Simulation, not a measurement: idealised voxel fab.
Proc. module: voxel transistor to metal
In the cross-section labelled cut, the width is 295 nm and each square cell is 5 nm.
Throughout this document, each cross-section is represented as a grid of square cells and is presented as a sequence of bands enumerated from the top downward, where a band comprises one or more rows of cells.
Band entry format. Leading values: height of top, height of bottom, nm. Remainder: materials in left-to-right order, each with its width in nm. Special words: "full width" on a single material, which then fills the band edge to edge; "air", empty space.
Measure heights from 0. That's the level where, below it, the as-received wafer is all one material. The lowest band is bottomless and extends downward; write it as in "0 -> down".
Top row gets the first number, bottom row gets the second, and each row in between changes by the same step: that is how a band width like "30 to 40" works.
When a step is marked "remained the same", none of the cells in the cross-section changed during that step.
Empty spaces counting at least 8 cells and having no open way to the top are listed in "Cavities, sealed". The notation width x height at distance is used for each, the distance being from the left edge and all three values in nm.
Heads up: the bit after the settings on a step's line is the simulator's remark on that step.
The "overlay nm" setting may appear on a step's line; for a step that uses a mask, it gives how far to the right of its planned position the mask lay, and a negative value indicates the left.
**The following list gives the planned process steps**
- 1: RECEIVE | material Si
- 2: CONFORMAL_DEP | material SiO2 | thk nm 5
- 3: CONFORMAL_DEP | material SiN | thk nm 10
- 4: PATTERN | tone cover | mask id ACTIVE | material resist | width nm 110 | pitch nm 140 | thk nm 20 | overlay nm 0
- 5: DIRECTIONAL_ETCH | etch materials SiN | depth nm 10
- 6: DIRECTIONAL_ETCH | etch materials SiO2 | depth nm 5
- 7: DIRECTIONAL_ETCH | etch materials Si | depth nm 35
- 8: STRIP | etch materials resist
- 9: FILL_DEP | material SiO2 | thk nm 10
- 10: CMP | height nm 15
- 11: SELECTIVE_ETCH | etch materials SiO2 | depth nm 5
- 12: STRIP | etch materials SiN
- 13: SELECTIVE_ETCH | etch materials SiO2 | depth nm 5
- 14: OXIDIZE | depth nm 5
- 15: DIRECTIONAL_DEP | material polySi | thk nm 25
- 16: DIRECTIONAL_DEP | material SiCN | thk nm 15
- 17: PATTERN | tone cover | mask id GATE | material resist | width nm 30 | pitch nm 140 | thk nm 20 | overlay nm 0
- 18: DIRECTIONAL_ETCH | etch materials SiCN | depth nm 25
- 19: DIRECTIONAL_ETCH | etch materials polySi | depth nm 35
- 20: STRIP | etch materials resist
- 21: CONFORMAL_DEP | material SiO2 | thk nm 5
- 22: DIRECTIONAL_ETCH | etch materials SiO2 | depth nm 5
- 23: CONFORMAL_DEP | material SiN | thk nm 10
- 24: DIRECTIONAL_ETCH | etch materials SiN | depth nm 10
- 25: DIRECTIONAL_ETCH | etch materials SiO2 | depth nm 5
- 26: DIRECTIONAL_ETCH | etch materials Si | depth nm 10
- 27: EPI | material nSi | thk nm 10
- 28: FILL_DEP | material SiO2 | thk nm 10
- 29: CMP | height nm 25
- 30: STRIP | etch materials polySi
- 31: SELECTIVE_ETCH | etch materials SiO2 | depth nm 5
- 32: CONFORMAL_DEP | material HfO2 | thk nm 5
- 33: CONFORMAL_DEP | material TiN | thk nm 5
- 34: FILL_DEP | material W | thk nm 10
- 35: CMP | height nm 20
- 36: DIRECTIONAL_DEP | material SiO2 | thk nm 15
- 37: PATTERN | tone open | mask id CONTACT | material resist | width nm 15 | thk nm 15 | overlay nm 0
- 38: DIRECTIONAL_ETCH | etch materials SiO2 | depth nm 30
- 39: STRIP | etch materials resist
- 40: CONFORMAL_DEP | material TiN | thk nm 5
- 41: FILL_DEP | material W | thk nm 5
- 42: CMP | height nm 35
- 43: DIRECTIONAL_DEP | material TiN | thk nm 5
- 44: DIRECTIONAL_DEP | material W | thk nm 20
- 45: DIRECTIONAL_DEP | material aC | thk nm 10
- 46: PATTERN | tone cover | mask id METAL_1 | material resist | width nm 15 | thk nm 25 | overlay nm 0
- 47: DIRECTIONAL_ETCH | etch materials aC | depth nm 10
- 48: STRIP | etch materials resist
- 49: DIRECTIONAL_ETCH | etch materials W | depth nm 20
- 50: DIRECTIONAL_ETCH | etch materials TiN | depth nm 5
- 51: STRIP | etch materials aC
- 52: FILL_DEP | material lowk | thk nm 10
- 53: CMP | height nm 60
- 54: CONFORMAL_DEP | material SiCN | thk nm 5
- 55: DIRECTIONAL_DEP | material lowk | thk nm 35
- 56: MASKED_ETCH | tone open | mask id METAL_2 | width nm 15 | pitch nm 140 | etch materials lowk | depth nm 20 | overlay nm 0
- 57: PATTERN | tone open | mask id METAL_2_HOLES | material resist | width nm 15 | pitch nm 140 | thk nm 20 | overlay nm 0
- 58: DIRECTIONAL_ETCH | etch materials lowk | depth nm 15
- 59: DIRECTIONAL_ETCH | etch materials SiCN | depth nm 5
- 60: STRIP | etch materials resist
- 61: CONFORMAL_DEP | material TiN | thk nm 5
- 62: FILL_DEP | material Ru | thk nm 5
- 63: CMP | height nm 100
- 64: CONFORMAL_DEP | material SiCN | thk nm 5
**Wafer as received: cross-section following step 1**
0 -> down: Si full width
Cavities, sealed: none
**Run as planned - first of the two wafers cross-sectioned at the end of the module**
105 -> 100: SiCN full width
100 -> 65: 25 lowk  5 TiN  5 Ru  5 TiN  125 lowk  5 TiN  5 Ru  5 TiN  115 lowk
65 -> 60: 25 SiCN  15 TiN  125 SiCN  15 TiN  115 SiCN
60 -> 40: 25 lowk  15 W  70 lowk  15 W  40 lowk  15 W  70 lowk  15 W  30 lowk
40 -> 35: 25 lowk  15 TiN  70 lowk  15 TiN  40 lowk  15 TiN  70 lowk  15 TiN  30 lowk
35 -> 20: 25 SiO2  5 TiN  5 W  5 TiN  70 SiO2  5 TiN  5 W  5 TiN  40 SiO2  5 TiN  5 W  5 TiN  70 SiO2  5 TiN  5 W  5 TiN  30 SiO2
20 -> 10: 25 SiO2  5 TiN  5 W  5 TiN  5 SiO2  10 SiN  5 HfO2  5 TiN  20 W  5 TiN  5 HfO2  10 SiN  5 SiO2  5 TiN  5 W  5 TiN  40 SiO2  5 TiN  5 W  5 TiN  5 SiO2  10 SiN  5 HfO2  5 TiN  20 W  5 TiN  5 HfO2  10 SiN  5 SiO2  5 TiN  5 W  5 TiN  30 SiO2
10 -> 5: 25 SiO2  15 TiN  5 SiO2  10 SiN  5 HfO2  5 TiN  20 W  5 TiN  5 HfO2  10 SiN  5 SiO2  15 TiN  40 SiO2  15 TiN  5 SiO2  10 SiN  5 HfO2  5 TiN  20 W  5 TiN  5 HfO2  10 SiN  5 SiO2  15 TiN  30 SiO2
5 -> 0: 20 SiO2  10 SiN  15 nSi  10 SiN  5 HfO2  30 TiN  5 HfO2  10 SiN  15 nSi  10 SiN  30 SiO2  10 SiN  15 nSi  10 SiN  5 HfO2  30 TiN  5 HfO2  10 SiN  15 nSi  10 SiN  25 SiO2
0 -> -5: 30 SiO2  15 nSi  10 SiO2  40 HfO2  10 SiO2  15 nSi  50 SiO2  15 nSi  10 SiO2  40 HfO2  10 SiO2  15 nSi  35 SiO2
-5 -> -15: 20 SiO2  10 Si  15 nSi  60 Si  15 nSi  10 Si  30 SiO2  10 Si  15 nSi  60 Si  15 nSi  10 Si  25 SiO2
-15 -> -35: 20 SiO2  110 Si  30 SiO2  110 Si  25 SiO2
-35 -> down: Si full width
Cavities, sealed: none
**Wafer two cross-section, module end. Start and plan unchanged from wafer one; one mistake made during the run**
105 -> 100: SiCN full width
100 -> 65: 25 lowk  5 TiN  5 Ru  5 TiN  125 lowk  5 TiN  5 Ru  5 TiN  115 lowk
65 -> 60: 25 SiCN  15 TiN  125 SiCN  15 TiN  115 SiCN
60 -> 40: 25 lowk  15 W  70 lowk  15 W  40 lowk  15 W  70 lowk  15 W  30 lowk
40 -> 35: 25 lowk  15 TiN  70 lowk  15 TiN  40 lowk  15 TiN  70 lowk  15 TiN  30 lowk
35 -> 25: 25 SiO2  5 TiN  5 W  5 TiN  70 SiO2  5 TiN  5 W  5 TiN  40 SiO2  5 TiN  5 W  5 TiN  70 SiO2  5 TiN  5 W  5 TiN  30 SiO2
25 -> 20: 25 SiO2  15 TiN  70 SiO2  15 TiN  40 SiO2  15 TiN  70 SiO2  15 TiN  30 SiO2
20 -> 5: 45 lowk  10 SiN  5 HfO2  5 TiN  20 W  5 TiN  5 HfO2  10 SiN  80 lowk  10 SiN  5 HfO2  5 TiN  20 W  5 TiN  5 HfO2  10 SiN  50 lowk
5 -> 0: 20 lowk  10 SiN  15 nSi  10 SiN  5 HfO2  30 TiN  5 HfO2  10 SiN  15 nSi  10 SiN  30 lowk  10 SiN  15 nSi  10 SiN  5 HfO2  30 TiN  5 HfO2  10 SiN  15 nSi  10 SiN  25 lowk
0 -> -5: 30 SiO2  15 nSi  10 SiO2  40 HfO2  10 SiO2  15 nSi  50 SiO2  15 nSi  10 SiO2  40 HfO2  10 SiO2  15 nSi  35 SiO2
-5 -> -15: 20 SiO2  10 Si  15 nSi  60 Si  15 nSi  10 Si  30 SiO2  10 Si  15 nSi  60 Si  15 nSi  10 Si  25 SiO2
-15 -> -35: 20 SiO2  110 Si  30 SiO2  110 Si  25 SiO2
-35 -> down: Si full width
Cavities, sealed: none
Processing error: step 28 was processed under conditions differing from the plan, specifically as FILL_DEP | material lowk | thk nm 10
Cell-count delta at end, second wafer over first, by material: -84 SiO2, -24 TiN, -12 W, +120 lowk
